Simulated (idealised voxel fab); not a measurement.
process module | voxel quadruple lines
Each square cell in cross-section cut measures 5 nm, and the section as a whole is 205 nm wide.
Bands, listed from the top down, are how a cross-section gets written in this document; the cross-section itself is a grid of square cells, and a band is one or more rows of them. What a band's entry tells you: where the top is and where the bottom is, as heights in nm, and after that what lies inside, material by material from left to right, each with its width in nm. Empty space is written as the word "air", and a single material marked with the word "everywhere" occupies the band from edge to edge. Height 0 is the level under which the wafer as received is all one material. The lowest band goes on downwards, as in "top 0, no bottom". The width entry "30->40" should be interpreted row by row: the top row of cells in the band takes the first number, the bottom row takes the second number, and the change between adjacent rows is uniform throughout. "everything unchanged" (step): cross-section cells unchanged, all of them. Reported under the label "Trapped cavities" are the empty spaces having no open way to the top and comprising 8 cells or more; the notation for each is width x height at distance, in which the distance is measured from the left edge and all three values are in nm. It should be noted that, on the line of a given step, the content following the step's settings is a remark produced by the simulator itself with respect to that step. If you see "overlay nm" on a step's line and that step has a mask, it's telling you how far right of where it was planned the mask ended up; a negative number means it went left instead.

The planned process steps are enumerated hereunder
| 1 | RECEIVE with material Si |
| 2 | CONFORMAL_DEP with material Al2O3, thk nm 5 |
| 3 | DIRECTIONAL_DEP with material W, thk nm 10 |
| 4 | DIRECTIONAL_DEP with material polySi, thk nm 20 |
| 5 | DIRECTIONAL_DEP with material aC, thk nm 20 |
| 6 | PATTERN with tone cover, mask id MANDREL, material resist, width nm 15, thk nm 30, overlay nm 0 |
| 7 | DIRECTIONAL_ETCH with etch materials aC, depth nm 20 |
| 8 | STRIP with etch materials resist |
| 9 | CONFORMAL_DEP with material SiO2, thk nm 15 |
| 10 | DIRECTIONAL_ETCH with etch materials SiO2, depth nm 15 |
| 11 | STRIP with etch materials aC |
| 12 | DIRECTIONAL_ETCH with etch materials polySi, depth nm 20 |
| 13 | STRIP with etch materials SiO2 |
| 14 | CONFORMAL_DEP with material SiN, thk nm 5 |
| 15 | DIRECTIONAL_ETCH with etch materials SiN, depth nm 5 |
| 16 | STRIP with etch materials polySi |
| 17 | DIRECTIONAL_ETCH with etch materials W, depth nm 10 |
| 18 | STRIP with etch materials SiN |
The plan's step 6 width nm is the first wafer's value; the wafers differ in this setting and start identical.

After step 1, as received: first of several wafers, cross-section
	top 0, no bottom: Si everywhere
	Trapped cavities: none

First of several wafers: cross-section at the end of the module, after step 18, its last step
	top 15, bottom 5: air: 75 | W: 5 | air: 15 | W: 5 | air: 5 | W: 5 | air: 15 | W: 5 | air: 75
	top 5, bottom 0: Al2O3 everywhere
	top 0, no bottom: Si everywhere
	Trapped cavities: none

A cross-section through the last wafer at the close of the module
	top 15, bottom 5: air: 65 | W: 5 | air: 15 | W: 5 | air: 30 | W: 5 | air: 15 | W: 5 | air: 60
	top 5, bottom 0: Al2O3 everywhere
	top 0, no bottom: Si everywhere
	Trapped cavities: none

So in this table every wafer gets its own row, and what you see is where it stands at the end of the module: for each material, how many cells it picked up (+) or gave up (-) since we received it, and after that its closed voids
width nm 15; +41 Al2O3; +8 W; Trapped cavities: none
width nm 20; +41 Al2O3; +8 W; Trapped cavities: none
width nm 25; +41 Al2O3; +8 W; Trapped cavities: none
width nm 30; +41 Al2O3; +8 W; Trapped cavities: none
width nm 35; +41 Al2O3; +8 W; Trapped cavities: none
width nm 40; +41 Al2O3; +8 W; Trapped cavities: none
